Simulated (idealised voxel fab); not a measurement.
The following is a process module called voxel gate over fins.
Section shown: cut. Width: 295 nm. Cell size: 5 nm, square.
Notation: cross-section as square-cell grid; stated in bands, top first, going down; one or more cell rows per band. The band entry comprises the height of the band's top followed by the height of its bottom, expressed in nm, and subsequently the band's materials from left to right, each stated together with its width in nm. Where a single material is marked with the word "full width", that material fills the band from edge to edge. The word "empty" represents empty space. Note: height 0 marks the level under which the wafer is uniformly one material as received. Lowest band unbounded below, written "0 -> down". Width: "30..40" (first number = top row, second number = bottom row, same change from row to row of cells). The designation "no alteration", where it is given for a processing step, indicates that no cell of the cross-section was altered in the course of that step. In "Sealed voids" the enclosed voids are listed, meaning empty spaces of 8 cells or larger without any opening to the top. The form is width x height at distance, distance from the left edge, units nm. after a step's settings: what the simulator itself notes on the step. overlay nm: on a step with a mask, how far right of its planned place the mask lay; negative means left.
**Here's what the planned process steps look like**
1. RECEIVE with material Si
2. CONFORMAL_DEP with material SiN, thk nm 5
3. PATTERN with tone cover, mask id FINS, material resist, width nm 15, pitch nm 35, thk nm 15, overlay nm 0
4. DIRECTIONAL_ETCH with etch materials SiN, depth nm 5
5. DIRECTIONAL_ETCH with etch materials Si, depth nm 40
6. STRIP with etch materials resist
7. FILL_DEP with material SiO2, thk nm 5
8. CMP with height nm 5
9. SELECTIVE_ETCH with etch materials SiO2, depth nm 20
10. STRIP with etch materials SiN
11. CONFORMAL_DEP with material HfO2, thk nm 5
12. CONFORMAL_DEP with material TiN, thk nm 5
13. CONFORMAL_DEP with material TiAl, thk nm 5
14. CONFORMAL_DEP with material TiN, thk nm 5
15. FILL_DEP with material W, thk nm 15
16. CMP with height nm 30
17. CONFORMAL_DEP with material SiCN, thk nm 10
**Cross-section of the incoming wafer, state after step 1**
- 0 -> down | Si full width
- Sealed voids: none
**One mistake in running the module, otherwise start and plan as above: cross-section at the end**
- 40 -> 30 | SiCN full width
- 30 -> 20 | W full width
- 20 -> 15 | W 65 nm  TiN 165 nm  W 65 nm
- 15 -> 10 | W 65 nm  TiN 5 nm  TiAl 155 nm  TiN 5 nm  W 65 nm
- 10 -> 5 | W 65 nm  TiN 5 nm  TiAl 5 nm  TiN 145 nm  TiAl 5 nm  TiN 5 nm  W 65 nm
- 5 -> 0 | TiN 70 nm  TiAl 5 nm  TiN 5 nm  HfO2 30 nm  TiN 5 nm  HfO2 30 nm  TiN 5 nm  HfO2 30 nm  TiN 5 nm  HfO2 30 nm  TiN 5 nm  TiAl 5 nm  TiN 70 nm
- 0 -> -5 | TiAl 75 nm  TiN 5 nm  HfO2 5 nm  Si 20 nm  HfO2 5 nm  TiN 5 nm  HfO2 5 nm  Si 20 nm  HfO2 5 nm  TiN 5 nm  HfO2 5 nm  Si 20 nm  HfO2 5 nm  TiN 5 nm  HfO2 5 nm  Si 20 nm  HfO2 5 nm  TiN 5 nm  TiAl 75 nm
- -5 -> -10 | TiN 80 nm  HfO2 5 nm  Si 20 nm  HfO2 5 nm  TiN 5 nm  HfO2 5 nm  Si 20 nm  HfO2 5 nm  TiN 5 nm  HfO2 5 nm  Si 20 nm  HfO2 5 nm  TiN 5 nm  HfO2 5 nm  Si 20 nm  HfO2 5 nm  TiN 80 nm
- -10 -> -15 | HfO2 85 nm  Si 20 nm  HfO2 15 nm  Si 20 nm  HfO2 15 nm  Si 20 nm  HfO2 15 nm  Si 20 nm  HfO2 85 nm
- -15 -> -40 | SiO2 85 nm  Si 20 nm  SiO2 15 nm  Si 20 nm  SiO2 15 nm  Si 20 nm  SiO2 15 nm  Si 20 nm  SiO2 85 nm
- -40 -> down | Si full width
- Sealed voids: none
What was the processing mistake? step 3 deviated from plan and actually ran as PATTERN with tone cover, mask id FINS, material resist, width nm 20, pitch nm 35, thk nm 15, overlay nm 0
